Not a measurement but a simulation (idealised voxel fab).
Presented below is a process module, voxel fin reveal.
Section cut is 295 nm wide and gridded with 5 nm square cells.
Cross-section format: a grid of square cells, given as bands from top to bottom; each band is one or more rows of cells.
Each band's line starts with the height of the band's top and of its bottom, in nm. Then come its materials from left to right, each with its width in nm. One material with "all across" fills the band from edge to edge. "blank" is empty space.
Basically, 0 is our baseline, since under it the wafer straight out of the box is all one material. The bottom band has no lower end and keeps on going down, so it looks like "from 0 down".
Quick explanation for "30 to 40": the width changes in equal steps down the rows of cells, from the first number in the band's top row to the second number in its bottom row.
Where a step carries "no change occurred", the cross-section came out of it unchanged, cell for cell.
The entry titled "Completely sealed voids" provides the empty spaces that have no open way to the top, restricted to those of 8 cells or more. Each is presented as width x height at distance, the distance being measured from the left edge, with all three in nm.
On a step's line, text after the settings is the simulator commenting on that step.
The "overlay nm" setting may appear on a step's line; for a step that uses a mask, it gives how far to the right of its planned position the mask lay, and a negative value indicates the left.
**Set out below are the planned steps of the process**
| 1 | RECEIVE (material Si) |
| 2 | CONFORMAL_DEP (material SiN; thk nm 5) |
| 3 | MASKED_ETCH (tone cover; mask id FINS; width nm 15; pitch nm 45; etch materials SiN; depth nm 5; overlay nm 0) |
| 4 | MASKED_ETCH (tone cover; mask id FINS; width nm 15; pitch nm 45; etch materials Si; depth nm 30; overlay nm 0) |
| 5 | OXIDIZE (depth nm 5) |
| 6 | FILL_DEP (material SiO2; thk nm 5) |
| 7 | CMP (height nm 5) |
| 8 | SELECTIVE_ETCH (etch materials SiO2; depth nm 25) |
| 9 | STRIP (etch materials SiN) |
**Wafer as received: cross-section following step 1**
- from 0 down | Si all across
- Completely sealed voids: none
**Here's the cross-section of the first of our two wafers at the end of the module - it ran as planned**
- from 0 to -20 | 100 nm blank  5 nm Si  40 nm blank  5 nm Si  40 nm blank  5 nm Si  100 nm blank
- from -20 to -35 | 100 nm SiO2  5 nm Si  40 nm SiO2  5 nm Si  40 nm SiO2  5 nm Si  100 nm SiO2
- from -35 down | Si all across
- Completely sealed voids: none
**End of module, second wafer, cross-section. Started like the first, planned like the first, run with one mistake**
- from 5 to 0 | 95 nm blank  15 nm SiN  30 nm blank  15 nm SiN  30 nm blank  15 nm SiN  95 nm blank
- from 0 to -20 | 100 nm blank  5 nm Si  40 nm blank  5 nm Si  40 nm blank  5 nm Si  100 nm blank
- from -20 to -35 | 100 nm SiO2  5 nm Si  40 nm SiO2  5 nm Si  40 nm SiO2  5 nm Si  100 nm SiO2
- from -35 down | Si all across
- Completely sealed voids: none
Here's what went sideways: step 9 of the plan was jumped over and never run
Final comparison by cell count, materials where the second wafer has more or fewer than the first: SiN +9
